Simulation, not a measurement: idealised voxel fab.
Process module in this document: voxel capacitor over wiring
Cross-sectional view cut (width: 260 nm; square cell size: 5 nm).
Cross-section spec: square-cell grid; bands listed top down; each band is one or more rows.
In this notation a band is specified by the heights of its top and bottom, in that order and in nm, after which its materials appear from left to right, each paired with its width in nm. The word "throughout" attached to a single material means that material fills the band from edge to edge; the word "air" stands for empty space.
Counting heights begins at 0, where everything beneath is, in the wafer as received, one material. The lowest band has no bottom; it goes on downwards, as "from 0 down" shows.
The two numbers in a width such as "30->40" mark its ends across the band: the first belongs to the top row of cells, the second to the bottom row, and from each row to the next the width moves by the same amount.
Step note "all unchanged" = no cross-section cell changed.
"Enclosed cavity list" contains a list of empty spaces, each no smaller than 8 cells and without an open way to the top, written in the form width x height at distance with the distance from the left edge and all three in nm.
If you see something after the settings on a step's line, that's the simulator's own remark about that step.
If you see "overlay nm" on a step's line and that step has a mask, it's telling you how far right of where it was planned the mask ended up; a negative number means it went left instead.

**The planned process steps are enumerated hereunder**
| 1 | RECEIVE,material Si |
| 2 | CONFORMAL_DEP,material SiO2,thk nm 15 |
| 3 | CONFORMAL_DEP,material SiCN,thk nm 5 |
| 4 | DIRECTIONAL_DEP,material SiO2,thk nm 15 |
| 5 | MASKED_ETCH,tone open,mask id METAL_1,width nm 20,pitch nm 100,etch materials SiO2,depth nm 15,overlay nm 0 |
| 6 | MASKED_ETCH,tone open,mask id METAL_1,width nm 30,pitch nm 100,etch materials SiCN,depth nm 5,overlay nm 0 |
| 7 | CONFORMAL_DEP,material TiN,thk nm 5 |
| 8 | FILL_DEP,material Cu,thk nm 5 |
| 9 | CMP,height nm 35 |
| 10 | EPI,material Ru,thk nm 5 |
| 11 | FILL_DEP,material SiCN,thk nm 5 |
| 12 | DIRECTIONAL_DEP,material SiO2,thk nm 15 |
| 13 | MASKED_ETCH,tone open,mask id PLUG_1,width nm 15,etch materials SiO2,depth nm 15,overlay nm 0 |
| 14 | MASKED_ETCH,tone open,mask id PLUG_1,width nm 15,etch materials SiCN,depth nm 5,overlay nm 0 |
| 15 | EPI,material Ru,thk nm 10 |
| 16 | EPI,material Ru,thk nm 10 |
| 17 | DIRECTIONAL_DEP,material TiN,thk nm 5 |
| 18 | DIRECTIONAL_DEP,material Al2O3,thk nm 5 |
| 19 | DIRECTIONAL_DEP,material TiN,thk nm 10 |
| 20 | MASKED_ETCH,tone cover,mask id UPPER_PLATE,width nm 75,etch materials TiN,depth nm 10,overlay nm 0 |
| 21 | MASKED_ETCH,tone cover,mask id UPPER_PLATE,width nm 75,etch materials Al2O3,depth nm 5,overlay nm 0 |
| 22 | PATTERN,tone cover,mask id LOWER_PLATE,material resist,width nm 85,thk nm 15,overlay nm 0 |
| 23 | DIRECTIONAL_ETCH,etch materials TiN,depth nm 5 |
| 24 | STRIP,etch materials resist |
| 25 | FILL_DEP,material SiO2,thk nm 20 |
| 26 | CMP,height nm 95 |
| 27 | PATTERN,tone open,mask id PLUG_2,material resist,width nm 15,thk nm 15,overlay nm 0 |
| 28 | DIRECTIONAL_ETCH,etch materials SiO2,depth nm 15 |
| 29 | STRIP,etch materials resist |
| 30 | CONFORMAL_DEP,material TiN,thk nm 5 |
| 31 | FILL_DEP,material Ru,thk nm 10 |
| 32 | CMP,height nm 95 |
| 33 | CONFORMAL_DEP,material SiN,thk nm 5 |
For clarity, it should be stated that the wafers under discussion commence in an identical condition and differ with respect to the width nm of step 5, the plan indicating the value that the first wafer had.

**The first of several wafers as received, shown in cross-section; this is its state after step 1**
- from 0 down  Si throughout
- Enclosed cavity list: none

**Each row below is a wafer at the end of the module, listing for every material the number of cells it has gained (+) or lost (-) since it was received, followed by its closed voids**
width nm 20, +15 Al2O3, +12 Cu, +26 Ru, +133 SiCN, +52 SiN, +728 SiO2, +74 TiN, Enclosed cavity list: none
width nm 25, +15 Al2O3, +18 Cu, +28 Ru, +129 SiCN, +52 SiN, +722 SiO2, +76 TiN, Enclosed cavity list: none
width nm 30, +15 Al2O3, +24 Cu, +30 Ru, +125 SiCN, +52 SiN, +716 SiO2, +78 TiN, Enclosed cavity list: none
width nm 35, +15 Al2O3, +28 Cu, +32 Ru, +123 SiCN, +52 SiN, +710 SiO2, +80 TiN, Enclosed cavity list: none
width nm 40, +15 Al2O3, +32 Cu, +34 Ru, +121 SiCN, +52 SiN, +704 SiO2, +82 TiN, Enclosed cavity list: none
width nm 45, +15 Al2O3, +36 Cu, +36 Ru, +119 SiCN, +52 SiN, +698 SiO2, +84 TiN, Enclosed cavity list: none
